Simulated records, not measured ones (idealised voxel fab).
The name of this process module is voxel gate over fins.
FYI the section here is cut, 160 nm wide, cells are 5 nm squares.
Throughout this document, each cross-section is represented as a grid of square cells and is presented as a sequence of bands enumerated from the top downward, where a band comprises one or more rows of cells. For a band, the entry starts with two heights in nm, that of the top and then that of the bottom, and carries on with the band's materials in order from left to right, each alongside its width in nm; the word "full width" beside a single material means it fills the band edge to edge, and "blank" means empty space. Beneath 0, the wafer as received is one material, and that level is where height counting begins. The lowest band goes on downward without a bottom; it is written like "from 0 down". Think of "30->40" as a width that walks from the first number to the second as you go down the band, top row to bottom row, taking equal-sized steps from row to row. "nothing different" for a step: no cell of the cross-section changed in that step. Any empty space of 8 cells or more lacking an open way to the top shows up in "Enclosed cavities" as width x height at distance, distance from the left edge, in nm. Past the settings on a step's line: simulator remark, on that step. Among the settings permitted on a step's line is "overlay nm"; applied to a step with a mask, it specifies the extent to which the mask lay to the right of its planned position, whereas a negative figure signifies a position to the left.

## These are the steps we planned for the process
1,op RECEIVE | material Si
2,op CONFORMAL_DEP | material SiN | thk nm 5
3,op DIRECTIONAL_DEP | material aC | thk nm 10
4,op PATTERN | tone cover | mask id FINS | material resist | width nm 15 | pitch nm 35 | thk nm 30 | overlay nm 0
5,op DIRECTIONAL_ETCH | etch materials aC | depth nm 10
6,op STRIP | etch materials resist
7,op DIRECTIONAL_ETCH | etch materials SiN | depth nm 5
8,op DIRECTIONAL_ETCH | etch materials Si | depth nm 30
9,op STRIP | etch materials aC
10,op OXIDIZE | depth nm 5
11,op FILL_DEP | material SiO2 | thk nm 10
12,op CMP | height nm 5
13,op SELECTIVE_ETCH | etch materials SiO2 | depth nm 15
14,op STRIP | etch materials SiN
15,op CONFORMAL_DEP | material HfO2 | thk nm 5
16,op CONFORMAL_DEP | material TiN | thk nm 5
17,op CONFORMAL_DEP | material TiAl | thk nm 5
18,op CONFORMAL_DEP | material TiN | thk nm 5
19,op FILL_DEP | material W | thk nm 10
20,op CMP | height nm 25
21,op CONFORMAL_DEP | material SiCN | thk nm 5

## Cross-section: wafer on arrival = after step 1
	from 0 down | Si full width
	Enclosed cavities: none

## Starting structure and process plan are as shown above, but one mistake was made in running the module; the wafer cross-section at the end of the module follows
	from 30 to 25 | SiCN full width
	from 25 to 20 | W full width
	from 20 to 15 | W 40 nm | TiAl 80 nm | W 40 nm
	from 15 to 10 | W 40 nm | TiAl 5 nm | TiN 70 nm | TiAl 5 nm | W 40 nm
	from 10 to 5 | TiAl 45 nm | TiN 70 nm | TiAl 45 nm
	from 5 to 0 | TiN 55 nm | HfO2 15 nm | TiN 20 nm | HfO2 15 nm | TiN 55 nm
	from 0 to -5 | TiN 55 nm | HfO2 5 nm | Si 5 nm | HfO2 5 nm | TiN 20 nm | HfO2 5 nm | Si 5 nm | HfO2 5 nm | TiN 55 nm
	from -5 to -10 | HfO2 60 nm | Si 5 nm | HfO2 30 nm | Si 5 nm | HfO2 60 nm
	from -10 to -35 | SiO2 60 nm | Si 5 nm | SiO2 30 nm | Si 5 nm | SiO2 60 nm
	from -35 down | Si full width
	Enclosed cavities: none
Short version of what went wrong: plan steps 17 and 18 run swapped
